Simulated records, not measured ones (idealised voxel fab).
Name of the process module below: voxel ribs on slabs
FYI the section here is cut, 170 nm wide, cells are 5 nm squares.
The cross-sections in this document take the form of a grid made of square cells. They are written out as bands, in order from top to bottom. Each band consists of one or more rows of cells. What a band's entry tells you: where the top is and where the bottom is, as heights in nm, and after that what lies inside, material by material from left to right, each with its width in nm. Empty space is written as the word "air", and a single material marked with the word "edge to edge" occupies the band from edge to edge. Heads up on the height convention: 0 is the point under which the incoming wafer is all one material, and the lowest band has no bottom, it just keeps going down, like "0 nm and below". Think of "30->40" as a width that walks from the first number to the second as you go down the band, top row to bottom row, taking equal-sized steps from row to row. Take "same as before" at face value: in the step it is given for, the cross-section changed in none of its cells. In "Completely enclosed voids" the enclosed voids are listed, meaning empty spaces of 8 cells or larger without any opening to the top. The form is width x height at distance, distance from the left edge, units nm. If you see something after the settings on a step's line, that's the simulator's own remark about that step. overlay nm: step with mask; distance mask lay right of planned place; negative value = left of planned place.
[Below is the list of planned process steps]
| 1 | RECEIVE: material Si |
| 2 | DIRECTIONAL_DEP: material SiO2, thk nm 30 |
| 3 | DIRECTIONAL_DEP: material SiN, thk nm 15 |
| 4 | PATTERN: tone cover, mask id RIB, material resist, width nm 20, thk nm 15, overlay nm 0 |
| 5 | DIRECTIONAL_ETCH: etch materials SiN, depth nm 10 |
| 6 | STRIP: etch materials resist |
| 7 | DIRECTIONAL_DEP: material aC, thk nm 15 |
| 8 | PATTERN: tone cover, mask id SLAB, material resist, width nm 70, thk nm 35, overlay nm 0 |
| 9 | DIRECTIONAL_ETCH: etch materials aC, depth nm 15 |
| 10 | STRIP: etch materials resist |
| 11 | DIRECTIONAL_ETCH: etch materials SiN, depth nm 5 |
| 12 | STRIP: etch materials aC |
| 13 | FILL_DEP: material SiO2, thk nm 20 |
| 14 | CMP: height nm 55 |
| 15 | DIRECTIONAL_DEP: material W, thk nm 10 |
| 16 | DIRECTIONAL_DEP: material aC, thk nm 10 |
| 17 | PATTERN: tone cover, mask id HEATER, material resist, width nm 30, thk nm 25, overlay nm 0 |
| 18 | DIRECTIONAL_ETCH: etch materials aC, depth nm 10 |
| 19 | STRIP: etch materials resist |
| 20 | DIRECTIONAL_ETCH: etch materials W, depth nm 5 |
| 21 | STRIP: etch materials aC |
| 22 | CONFORMAL_DEP: material SiN, thk nm 5 |
The plan's step 20 depth nm is the first wafer's value; the wafers differ in this setting and start identical.
[The as-received cross-section of the first of several wafers corresponds to the state after step 1]
	0 nm and below | Si edge to edge
	Completely enclosed voids: none
[Note: the following table is arranged by wafer, a row apiece. Each row reports the end-of-module state: per material, cells gained (+) or cells lost (-) compared with the wafer as received; closed voids follow]
depth nm 5 | +58 SiN | +352 SiO2 | +40 W | Completely enclosed voids: none
depth nm 10 | +60 SiN | +352 SiO2 | +12 W | Completely enclosed voids: none
depth nm 15 | +60 SiN | +352 SiO2 | +12 W | Completely enclosed voids: none
depth nm 20 | +60 SiN | +352 SiO2 | +12 W | Completely enclosed voids: none
depth nm 25 | +60 SiN | +352 SiO2 | +12 W | Completely enclosed voids: none
